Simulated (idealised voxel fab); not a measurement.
process module | voxel wiring stack
cross-section cut | 190 nm wide | cells 5 nm
A cross-section is a grid of square cells, given in bands from the top down. A band is one or more rows of cells.
Each band's line starts with the height of the band's top and of its bottom, in nm. Then come its materials from left to right, each with its width in nm. One material with "throughout" fills the band from edge to edge. "air" is empty space.
Height 0 is the level under which the wafer as received is all one material. The lowest band goes on downwards, as in "0 down".
A width such as "30 to 40" changes by the same amount from each row of cells to the next, from the band's top row to its bottom row.
"no change" after a step means that no cell of the cross-section changed.
closed voids: empty space of 8 cells or more with no open way to the top, each as width x height at its distance from the left edge, in nm
after a step's settings: what the simulator itself notes on the step
overlay nm, on a step with a mask: how far to the right of its planned place the mask lay; to the left if negative
plan
1 op RECEIVE | material Si
2 op CONFORMAL_DEP | material SiO2 | thk nm 10
3 op CONFORMAL_DEP | material SiCN | thk nm 5
4 op DIRECTIONAL_DEP | material SiO2 | thk nm 25
5 op MASKED_ETCH | tone open | mask id METAL_1 | width nm 30 | pitch nm 55 | etch materials SiO2 | depth nm 25 | overlay nm 0
6 op MASKED_ETCH | tone open | mask id METAL_1 | width nm 30 | pitch nm 55 | etch materials SiCN | depth nm 5 | overlay nm 0
7 op CONFORMAL_DEP | material TiN | thk nm 5
8 op FILL_DEP | material Cu | thk nm 10
9 op CMP | height nm 40
10 op EPI | material Ru | thk nm 5
11 op FILL_DEP | material SiCN | thk nm 5
12 op DIRECTIONAL_DEP | material lowk | thk nm 10
13 op MASKED_ETCH | tone open | mask id PLUG_1 | width nm 15 | pitch nm 55 | etch materials lowk | depth nm 10 | overlay nm 0
14 op MASKED_ETCH | tone open | mask id PLUG_1 | width nm 15 | pitch nm 55 | etch materials SiCN | depth nm 5 | overlay nm 0
15 op EPI | material Ru | thk nm 10
16 op EPI | material Ru | thk nm 5
17 op DIRECTIONAL_DEP | material TiN | thk nm 5
18 op DIRECTIONAL_DEP | material W | thk nm 25
19 op PATTERN | tone cover | mask id METAL_2 | material resist | width nm 30 | pitch nm 55 | thk nm 20 | overlay nm 0
20 op DIRECTIONAL_ETCH | etch materials W | depth nm 25
21 op DIRECTIONAL_ETCH | etch materials TiN | depth nm 5
22 op STRIP | etch materials resist
23 op CONFORMAL_DEP | material SiCN | thk nm 5
24 op FILL_DEP | material lowk | thk nm 5
25 op CMP | height nm 90
26 op CONFORMAL_DEP | material SiCN | thk nm 5
27 op DIRECTIONAL_DEP | material lowk | thk nm 15
28 op DIRECTIONAL_DEP | material aC | thk nm 15
29 op PATTERN | tone open | mask id PLUG_2 | material resist | width nm 15 | thk nm 30 | overlay nm 0
30 op DIRECTIONAL_ETCH | etch materials aC | depth nm 15
31 op STRIP | etch materials resist
32 op DIRECTIONAL_ETCH | etch materials lowk | depth nm 15
33 op DIRECTIONAL_ETCH | etch materials SiCN | depth nm 5
34 op STRIP | etch materials aC
35 op EPI | material Ru | thk nm 10
36 op EPI | material Ru | thk nm 10
37 op DIRECTIONAL_DEP | material TiN | thk nm 5
38 op DIRECTIONAL_DEP | material Ru | thk nm 15
39 op DIRECTIONAL_DEP | material aC | thk nm 15
40 op PATTERN | tone cover | mask id METAL_3 | material resist | width nm 30 | pitch nm 55 | thk nm 30 | overlay nm 0
41 op DIRECTIONAL_ETCH | etch materials aC | depth nm 15
42 op STRIP | etch materials resist
43 op DIRECTIONAL_ETCH | etch materials Ru | depth nm 15
44 op DIRECTIONAL_ETCH | etch materials TiN | depth nm 5
45 op STRIP | etch materials aC
46 op CONFORMAL_DEP | material SiN | thk nm 5
47 op FILL_DEP | material SiO2 | thk nm 10
48 op CMP | height nm 130
49 op CONFORMAL_DEP | material SiN | thk nm 5
as received, after step 1
  0 down: Si throughout
  closed voids: none
first wafer at the end, as planned
  135 to 130: SiN throughout
  130 to 115: SiO2 45 | SiN 5 | Ru 30 | SiN 5 | SiO2 15 | SiN 5 | Ru 30 | SiN 5 | SiO2 50
  115 to 110: SiN 50 | TiN 30 | SiN 25 | TiN 30 | SiN 55
  110 to 95: lowk 50 | Ru 15 | lowk 125
  95 to 90: SiCN 50 | Ru 15 | SiCN 125
  90 to 65: lowk 45 | SiCN 5 | W 30 | SiCN 5 | lowk 15 | SiCN 5 | W 30 | SiCN 5 | lowk 50
  65 to 60: SiCN 50 | TiN 30 | SiCN 25 | TiN 30 | SiCN 55
  60 to 50: lowk 50 | Ru 15 | lowk 40 | Ru 15 | lowk 70
  50 to 40: SiCN 50 to 45 | Ru 15 to 40 | SiCN 40 to 15 | Ru 15 to 40 | SiCN 70 to 50
  40 to 15: SiO2 50 | TiN 5 | Cu 20 | TiN 5 | SiO2 25 | TiN 5 | Cu 20 | TiN 5 | SiO2 55
  15 to 10: SiCN 50 | TiN 30 | SiCN 25 | TiN 30 | SiCN 55
  10 to 0: SiO2 throughout
  0 down: Si throughout
  closed voids: none
second wafer at the end: like start, like plan, one mistake
  135 to 130: SiN throughout
  130 to 115: SiO2 45 | SiN 5 | Ru 30 | SiN 5 | SiO2 15 | SiN 5 | Ru 30 | SiN 5 | SiO2 50
  115 to 110: SiN 50 | TiN 30 | SiN 25 | TiN 30 | SiN 55
  110 to 95: lowk 50 | Ru 15 | lowk 125
  95 to 90: SiCN 50 | Ru 15 | SiCN 125
  90 to 65: lowk 45 | SiCN 5 | W 30 | SiCN 5 | lowk 15 | SiCN 5 | W 30 | SiCN 5 | lowk 50
  65 to 60: SiCN 50 | TiN 30 | SiCN 25 | TiN 30 | SiCN 55
  60 to 50: lowk 50 | Ru 15 | lowk 40 | Ru 15 | lowk 70
  50 to 40: SiCN 50 to 45 | Ru 10 to 40 | SiCN 45 to 15 | Ru 10 to 40 | SiCN 75 to 50
  40 to 15: SiO2 50 | TiN 5 | Cu 20 | TiN 5 | SiO2 25 | TiN 5 | Cu 20 | TiN 5 | SiO2 55
  15 to 10: SiCN 50 | TiN 30 | SiCN 25 | TiN 30 | SiCN 55
  10 to 0: SiO2 throughout
  0 down: Si throughout
  closed voids: none
what went wrong: step 14 ran as: op MASKED_ETCH | tone open | mask id PLUG_1 | width nm 15 | pitch nm 55 | etch materials SiCN | depth nm 5 | overlay nm -5
at the end the second wafer has, in cells: 2 fewer of Ru | 2 more of SiCN
